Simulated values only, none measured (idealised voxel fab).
process module | voxel self aligned contacts
cross-section cut | 180 nm wide | cells 5 nm
A cross-section is a grid of square cells, given in bands from the top down. A band is one or more rows of cells.
Each band's line starts with the height of the band's top and of its bottom, in nm. Then come its materials from left to right, each with its width in nm. One material with "throughout" fills the band from edge to edge. "air" is empty space.
Height 0 is the level under which the wafer as received is all one material. The lowest band goes on downwards, as in "0 down".
A width such as "30 to 40" changes by the same amount from each row of cells to the next, from the band's top row to its bottom row.
"no change" after a step means that no cell of the cross-section changed.
closed voids: empty space of 8 cells or more with no open way to the top, each as width x height at its distance from the left edge, in nm
after a step's settings: what the simulator itself notes on the step
overlay nm, on a step with a mask: how far to the right of its planned place the mask lay; to the left if negative
plan
1 op RECEIVE | material Si
2 op OXIDIZE | depth nm 5
3 op DIRECTIONAL_DEP | material polySi | thk nm 20
4 op DIRECTIONAL_DEP | material SiN | thk nm 15
5 op DIRECTIONAL_DEP | material aC | thk nm 10
6 op PATTERN | tone cover | mask id GATE | material resist | width nm 25 | pitch nm 50 | thk nm 25 | overlay nm 0
7 op DIRECTIONAL_ETCH | etch materials aC | depth nm 10
8 op STRIP | etch materials resist
9 op DIRECTIONAL_ETCH | etch materials SiN | depth nm 15
10 op DIRECTIONAL_ETCH | etch materials polySi | depth nm 20
11 op STRIP | etch materials aC
12 op CONFORMAL_DEP | material SiN | thk nm 5
13 op DIRECTIONAL_ETCH | etch materials SiN | depth nm 5
14 op FILL_DEP | material SiO2 | thk nm 10
15 op CMP | height nm 40
16 op PATTERN | tone open | mask id CONTACT | material resist | width nm 35 | thk nm 15 | overlay nm 0
17 op DIRECTIONAL_ETCH | etch materials SiO2 | depth nm 45
18 op STRIP | etch materials resist
19 op CONFORMAL_DEP | material TiN | thk nm 5
20 op FILL_DEP | material Ru | thk nm 10
21 op CMP | height nm 40
22 op CONFORMAL_DEP | material SiN | thk nm 5
as received, after step 1
  0 down: Si throughout
  closed voids: none
a wafer at the end: this start, this plan, one mistake
  45 to 40: SiN throughout
  40 to 35: SiO2 70 | TiN 15 | Ru 5 | TiN 15 | SiO2 75
  35 to 20: SiO2 45 | SiN 35 | TiN 5 | Ru 5 | TiN 5 | SiN 35 | SiO2 50
  20 to 5: SiO2 45 | SiN 5 | polySi 25 | SiN 5 | TiN 5 | Ru 5 | TiN 5 | SiN 5 | polySi 25 | SiN 5 | SiO2 50
  5 to 0: SiO2 45 | SiN 5 | polySi 25 | SiN 5 | TiN 15 | SiN 5 | polySi 25 | SiN 5 | SiO2 50
  0 down: Si throughout
  closed voids: none
what went wrong: step 2 was left out
